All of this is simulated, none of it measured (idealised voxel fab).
The following is a process module called voxel self aligned contacts.
The cross-section shown here is cut; it is 260 nm wide and divided into square cells measuring 5 nm on a side.
Just so we're on the same page, the cross-sections are grids of square cells, and they're listed out in bands top to bottom, each band one or more rows deep.
Read a band's entry like this: the first values are the height of its top and the height of its bottom in nm, and what follows is the sequence of materials from left to right, each with its width in nm. Note that "air" is empty space, and that a single material marked "throughout" reaches across the band from edge to edge.
Note: height 0 marks the level under which the wafer is uniformly one material as received. Lowest band unbounded below, written "0..down".
Read "30 to 40" as a graded width: first number on top, second number at the bottom, same change between each pair of neighbouring rows.
Given "remains unaltered" for a step, no cell of the cross-section differs between before and after that step.
"Closed void register" enumerates empty spaces isolated from the top, with no open way to it, that contain at least 8 cells, giving each as width x height at distance from the left edge, all three in nm.
It should be noted that, on the line of a given step, the content following the step's settings is a remark produced by the simulator itself with respect to that step.
overlay nm: mask right of planned place by this much (step with mask). Neg. = left.
**This section lists the process steps that were planned**
| 1 | RECEIVE (material Si) |
| 2 | CONFORMAL_DEP (material SiO2; thk nm 5) |
| 3 | DIRECTIONAL_DEP (material polySi; thk nm 25) |
| 4 | DIRECTIONAL_DEP (material SiN; thk nm 25) |
| 5 | PATTERN (tone cover; mask id GATE; material resist; width nm 25; pitch nm 70; thk nm 20; overlay nm 0) |
| 6 | DIRECTIONAL_ETCH (etch materials SiN; depth nm 25) |
| 7 | DIRECTIONAL_ETCH (etch materials polySi; depth nm 25) |
| 8 | STRIP (etch materials resist) |
| 9 | CONFORMAL_DEP (material SiN; thk nm 10) |
| 10 | DIRECTIONAL_ETCH (etch materials SiN; depth nm 10) |
| 11 | FILL_DEP (material SiO2; thk nm 20) |
| 12 | CMP (height nm 65) |
| 13 | MASKED_ETCH (tone open; mask id CONTACT; width nm 55; etch materials SiO2; depth nm 65; overlay nm 0) |
| 14 | CONFORMAL_DEP (material TiN; thk nm 5) |
| 15 | FILL_DEP (material Ru; thk nm 5) |
| 16 | CMP (height nm 65) |
| 17 | CONFORMAL_DEP (material SiN; thk nm 5) |
**Shown in cross-section is the wafer as received, that is, as it stands after step 1**
> 0..down | Si throughout
> Closed void register: none
**First of two wafers: cross-section at end of module, run per plan**
> 70..65 | SiN throughout
> 65..55 | SiO2 100, then TiN 5 to 20, then Ru 45 to 15, then TiN 5 to 20, then SiO2 105
> 55..30 | SiO2 70, then SiN 45, then TiN 5, then Ru 15, then TiN 5, then SiN 45, then SiO2 75
> 30..5 | SiO2 70, then SiN 10, then polySi 25, then SiN 10, then TiN 5, then Ru 15, then TiN 5, then SiN 10, then polySi 25, then SiN 10, then SiO2 75
> 5..0 | SiO2 115, then TiN 25, then SiO2 120
> 0..down | Si throughout
> Closed void register: none
**Cross-section, second wafer: same start as the first, same plan as the first, one mistake in running it; taken at the end of the module**
> 70..65 | SiN throughout
> 65..55 | SiO2 100, then TiN 5 to 20, then polySi 45 to 15, then TiN 5 to 20, then SiO2 105
> 55..30 | SiO2 70, then SiN 45, then TiN 5, then polySi 15, then TiN 5, then SiN 45, then SiO2 75
> 30..5 | SiO2 70, then SiN 10, then polySi 25, then SiN 10, then TiN 5, then polySi 15, then TiN 5, then SiN 10, then polySi 25, then SiN 10, then SiO2 75
> 5..0 | SiO2 115, then TiN 25, then SiO2 120
> 0..down | Si throughout
> Closed void register: none
It is concluded that the wafer was processed incorrectly with respect to the plan, in that the process deviated at step 15: the operation and settings actually run there were FILL_DEP (material polySi; thk nm 5)
End check, counted in cells, second wafer has more or fewer of these materials than the first: 42 fewer of Ru | 42 more of polySi
